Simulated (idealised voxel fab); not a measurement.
You're looking at the process module voxel wiring stack.
In the cross-section labelled cut, the width is 260 nm and each square cell is 5 nm.
Think of the cross-section as a grid of square cells. We describe it in bands, top to bottom, and each band covers one or more rows of those cells.
The entry gives the band's vertical extent as a top height and a bottom height in nm, then its horizontal make-up as materials from left to right, each with a width in nm. "air" stands for empty space; a single material marked "edge to edge" fills the band edge to edge.
The level at which height equals 0 is the one under which the wafer, as it arrives, is entirely one material. No lower edge exists for the bottom band, which continues downward and is notated as in "0 nm and below".
The width entry "30->40" should be interpreted row by row: the top row of cells in the band takes the first number, the bottom row takes the second number, and the change between adjacent rows is uniform throughout.
Where a step carries "identical to before", the cross-section came out of it unchanged, cell for cell.
You'll see "Trapped void list" listing empty spaces that have no way open to the top, as long as they're 8 cells or more; the notation is width x height at distance, where the distance is from the left edge, and all of it is in nm.
On a step's line, text after the settings is the simulator commenting on that step.
overlay nm: on a step with a mask, how far right of its planned place the mask lay; negative means left.
Steps planned for the process
1: RECEIVE,material Si
2: CONFORMAL_DEP,material SiO2,thk nm 15
3: CONFORMAL_DEP,material SiCN,thk nm 5
4: DIRECTIONAL_DEP,material lowk,thk nm 15
5: DIRECTIONAL_DEP,material aC,thk nm 10
6: PATTERN,tone open,mask id METAL_1,material resist,width nm 30,pitch nm 45,thk nm 30,overlay nm 0
7: DIRECTIONAL_ETCH,etch materials aC,depth nm 10
8: STRIP,etch materials resist
9: DIRECTIONAL_ETCH,etch materials lowk,depth nm 15
10: DIRECTIONAL_ETCH,etch materials SiCN,depth nm 5
11: STRIP,etch materials aC
12: CONFORMAL_DEP,material TiN,thk nm 5
13: FILL_DEP,material Ru,thk nm 10
14: CMP,height nm 35
15: CONFORMAL_DEP,material SiCN,thk nm 5
16: DIRECTIONAL_DEP,material SiO2,thk nm 30
17: PATTERN,tone open,mask id METAL_2,material resist,width nm 30,pitch nm 45,thk nm 20,overlay nm 0
18: DIRECTIONAL_ETCH,etch materials SiO2,depth nm 20
19: STRIP,etch materials resist
20: PATTERN,tone open,mask id METAL_2_HOLES,material resist,width nm 15,pitch nm 45,thk nm 20,overlay nm 0
21: DIRECTIONAL_ETCH,etch materials SiO2,depth nm 10
22: DIRECTIONAL_ETCH,etch materials SiCN,depth nm 5
23: STRIP,etch materials resist
24: CONFORMAL_DEP,material TiN,thk nm 5
25: FILL_DEP,material Cu,thk nm 5
26: CMP,height nm 70
27: CONFORMAL_DEP,material SiCN,thk nm 5
28: DIRECTIONAL_DEP,material lowk,thk nm 30
29: DIRECTIONAL_DEP,material aC,thk nm 15
30: PATTERN,tone open,mask id METAL_3_HOLES,material resist,width nm 15,pitch nm 45,thk nm 35,overlay nm 0
31: DIRECTIONAL_ETCH,etch materials aC,depth nm 15
32: STRIP,etch materials resist
33: DIRECTIONAL_ETCH,etch materials lowk,depth nm 30
34: STRIP,etch materials aC
35: MASKED_ETCH,tone open,mask id METAL_3,width nm 30,pitch nm 45,etch materials lowk,depth nm 15,overlay nm 0
36: MASKED_ETCH,tone open,mask id METAL_3,width nm 30,pitch nm 45,etch materials SiCN,depth nm 5,overlay nm 0
37: CONFORMAL_DEP,material TiN,thk nm 5
38: FILL_DEP,material Cu,thk nm 5
39: CMP,height nm 105
40: CONFORMAL_DEP,material SiCN,thk nm 5
Incoming wafer, cross-sectional view, post step 1
- 0 nm and below | Si edge to edge
- Trapped void list: none
a wafer at the end: this start, this plan, one mistake
- 110 nm to 105 nm | SiCN edge to edge
- 105 nm to 95 nm | 45 nm lowk | 5 nm TiN | 20 nm Cu | 5 nm TiN | 15 nm lowk | 5 nm TiN | 20 nm Cu | 5 nm TiN | 15 nm lowk | 5 nm TiN | 20 nm Cu | 5 nm TiN | 15 nm lowk | 5 nm TiN | 20 nm Cu | 5 nm TiN | 50 nm lowk
- 95 nm to 90 nm | 45 nm lowk | 5 nm TiN | 5 nm Cu | 20 nm TiN | 15 nm lowk | 5 nm TiN | 5 nm Cu | 20 nm TiN | 15 nm lowk | 5 nm TiN | 5 nm Cu | 20 nm TiN | 15 nm lowk | 5 nm TiN | 5 nm Cu | 20 nm TiN | 50 nm lowk
- 90 nm to 75 nm | 45 nm lowk | 5 nm TiN | 5 nm Cu | 5 nm TiN | 30 nm lowk | 5 nm TiN | 5 nm Cu | 5 nm TiN | 30 nm lowk | 5 nm TiN | 5 nm Cu | 5 nm TiN | 30 nm lowk | 5 nm TiN | 5 nm Cu | 5 nm TiN | 65 nm lowk
- 75 nm to 70 nm | 45 nm SiCN | 15 nm TiN | 30 nm SiCN | 15 nm TiN | 30 nm SiCN | 15 nm TiN | 30 nm SiCN | 15 nm TiN | 65 nm SiCN
- 70 nm to 55 nm | 45 nm SiO2 | 5 nm TiN | 20 nm Cu | 5 nm TiN | 15 nm SiO2 | 5 nm TiN | 20 nm Cu | 5 nm TiN | 15 nm SiO2 | 5 nm TiN | 20 nm Cu | 5 nm TiN | 15 nm SiO2 | 5 nm TiN | 20 nm Cu | 5 nm TiN | 50 nm SiO2
- 55 nm to 50 nm | 45 nm SiO2 | 5 nm TiN | 5 nm Cu | 20 nm TiN | 15 nm SiO2 | 5 nm TiN | 5 nm Cu | 20 nm TiN | 15 nm SiO2 | 5 nm TiN | 5 nm Cu | 20 nm TiN | 15 nm SiO2 | 5 nm TiN | 5 nm Cu | 20 nm TiN | 50 nm SiO2
- 50 nm to 40 nm | 45 nm SiO2 | 5 nm TiN | 5 nm Cu | 5 nm TiN | 30 nm SiO2 | 5 nm TiN | 5 nm Cu | 5 nm TiN | 30 nm SiO2 | 5 nm TiN | 5 nm Cu | 5 nm TiN | 30 nm SiO2 | 5 nm TiN | 5 nm Cu | 5 nm TiN | 65 nm SiO2
- 40 nm to 35 nm | 45 nm SiCN | 15 nm TiN | 30 nm SiCN | 15 nm TiN | 30 nm SiCN | 15 nm TiN | 30 nm SiCN | 15 nm TiN | 65 nm SiCN
- 35 nm to 30 nm | Ru edge to edge
- 30 nm to 25 nm | 50 nm TiN | 20 nm Ru | 25 nm TiN | 20 nm Ru | 25 nm TiN | 20 nm Ru | 25 nm TiN | 20 nm Ru | 55 nm TiN
- 25 nm to 10 nm | 45 nm lowk | 5 nm TiN | 20 nm Ru | 5 nm TiN | 15 nm lowk | 5 nm TiN | 20 nm Ru | 5 nm TiN | 15 nm lowk | 5 nm TiN | 20 nm Ru | 5 nm TiN | 15 nm lowk | 5 nm TiN | 20 nm Ru | 5 nm TiN | 50 nm lowk
- 10 nm to 5 nm | 45 nm SiCN | 30 nm TiN | 15 nm SiCN | 30 nm TiN | 15 nm SiCN | 30 nm TiN | 15 nm SiCN | 30 nm TiN | 50 nm SiCN
- 5 nm to 0 nm | SiO2 edge to edge
- 0 nm and below | Si edge to edge
- Trapped void list: none
What was done differently from what was planned? step 2 did not use the planned setting and instead ran as CONFORMAL_DEP,material SiO2,thk nm 5
